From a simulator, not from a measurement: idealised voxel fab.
process module | voxel fin reveal
cross-section cut | 145 nm wide | cells 5 nm
A cross-section is a grid of square cells, given in bands from the top down. A band is one or more rows of cells.
Each band's line starts with the height of the band's top and of its bottom, in nm. Then come its materials from left to right, each with its width in nm. One material with "throughout" fills the band from edge to edge. "air" is empty space.
Height 0 is the level under which the wafer as received is all one material. The lowest band goes on downwards, as in "0 down".
A width such as "30 to 40" changes by the same amount from each row of cells to the next, from the band's top row to its bottom row.
"no change" after a step means that no cell of the cross-section changed.
closed voids: empty space of 8 cells or more with no open way to the top, each as width x height at its distance from the left edge, in nm
after a step's settings: what the simulator itself notes on the step
overlay nm, on a step with a mask: how far to the right of its planned place the mask lay; to the left if negative
plan
1 op RECEIVE | material Si
2 op CONFORMAL_DEP | material SiN | thk nm 10
3 op PATTERN | tone cover | mask id FINS | material resist | width nm 15 | pitch nm 40 | thk nm 20 | overlay nm 0
4 op DIRECTIONAL_ETCH | etch materials SiN | depth nm 10
5 op DIRECTIONAL_ETCH | etch materials Si | depth nm 35
6 op STRIP | etch materials resist
7 op FILL_DEP | material SiO2 | thk nm 5
8 op CMP | height nm 10
9 op SELECTIVE_ETCH | etch materials SiO2 | depth nm 20
10 op STRIP | etch materials SiN
11 op CONFORMAL_DEP | material HfO2 | thk nm 5
as received, after step 1
  0 down: Si throughout
  closed voids: none
first wafer at the end, as planned
  5 to 0: air 40 | HfO2 25 | air 15 | HfO2 25 | air 40
  0 to -5: air 40 | HfO2 5 | Si 15 | HfO2 5 | air 15 | HfO2 5 | Si 15 | HfO2 5 | air 40
  -5 to -10: HfO2 45 | Si 15 | HfO2 25 | Si 15 | HfO2 45
  -10 to -35: SiO2 45 | Si 15 | SiO2 25 | Si 15 | SiO2 45
  -35 down: Si throughout
  closed voids: none
second wafer at the end: like start, like plan, one mistake
  0 to -10: air 45 | Si 15 | air 25 | Si 15 | air 45
  -10 to -35: SiO2 45 | Si 15 | SiO2 25 | Si 15 | SiO2 45
  -35 down: Si throughout
  closed voids: none
what went wrong: step 11 was left out
at the end the second wafer has, in cells: 37 fewer of HfO2
